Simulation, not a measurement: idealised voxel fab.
Process module in this document: voxel double patterning
cross-section cut | 210 nm wide | cells 5 nm
This document writes a cross-section as a grid whose cells are square, and gives it as bands, listed from the top down; one or more rows of cells form a band. It is stipulated that each band's entry specify, in nanometres, the height of the top of the band and then that of its bottom, followed by the materials of the band in left-to-right sequence, each together with its width in nanometres. A single material marked by the word "throughout" is understood to fill the band from edge to edge; the word "air" is understood to denote empty space. Heights are reckoned from 0. Under this level, the received wafer is all of one material. The bottommost band is open-ended downward, for example "0 nm and below". The two numbers in a width such as "30..40" mark its ends across the band: the first belongs to the top row of cells, the second to the bottom row, and from each row to the next the width moves by the same amount. Reading "no change occurred" for a step: not a cell of the cross-section changed in it. "Sealed void listing" means: voids of 8 cells or more that are shut off from the top with no open way through. Written width x height at distance, distance from the left edge, in nm. On each step's line, the part that comes after the settings is the simulator's own comment on the step. overlay nm: right-of-plan distance of the mask on a masked step; negative values mean left-of-plan.
### Steps planned for the process
- 1: RECEIVE,material Si
- 2: CONFORMAL_DEP,material SiO2,thk nm 5
- 3: DIRECTIONAL_DEP,material W,thk nm 20
- 4: DIRECTIONAL_DEP,material SiN,thk nm 10
- 5: DIRECTIONAL_DEP,material aC,thk nm 10
- 6: PATTERN,tone open,mask id FIRST,material resist,width nm 15,pitch nm 50,thk nm 30,overlay nm 0
- 7: DIRECTIONAL_ETCH,etch materials aC,depth nm 10
- 8: STRIP,etch materials resist
- 9: DIRECTIONAL_ETCH,etch materials SiN,depth nm 10
- 10: STRIP,etch materials aC
- 11: DIRECTIONAL_DEP,material aC,thk nm 15
- 12: PATTERN,tone open,mask id SECOND,material resist,width nm 15,thk nm 35,overlay nm 0
- 13: DIRECTIONAL_ETCH,etch materials aC,depth nm 15
- 14: STRIP,etch materials resist
- 15: DIRECTIONAL_ETCH,etch materials SiN,depth nm 10
- 16: STRIP,etch materials aC
- 17: DIRECTIONAL_ETCH,etch materials W,depth nm 20
- 18: STRIP,etch materials SiN
### Cross-section of the wafer as it came to us, i.e., already through step 1
	0 nm and below | Si throughout
	Sealed void listing: none
### Here's the cross-section of the first of our two wafers at the end of the module - it ran as planned
	25 nm to 5 nm | W 70 nm / air 15 nm / W 10 nm / air 15 nm / W 10 nm / air 15 nm / W 75 nm
	5 nm to 0 nm | SiO2 throughout
	0 nm and below | Si throughout
	Sealed void listing: none
### Second wafer of the two, sectioned at the end of the module. It began like the first and followed the same plan, but one mistake was made while running it
	25 nm to 5 nm | air 70 nm / W 15 nm / air 35 nm / W 15 nm / air 75 nm
	5 nm to 0 nm | SiO2 throughout
	0 nm and below | Si throughout
	Sealed void listing: none
It is concluded that the wafer was processed incorrectly with respect to the plan, in that heads up, step 6 didn't go per plan, it actually ran as PATTERN,tone cover,mask id FIRST,material resist,width nm 15,pitch nm 50,thk nm 30,overlay nm 0
Once processing is complete, comparing cell counts shows that the second wafer has more or fewer of certain materials than the first: -108 W
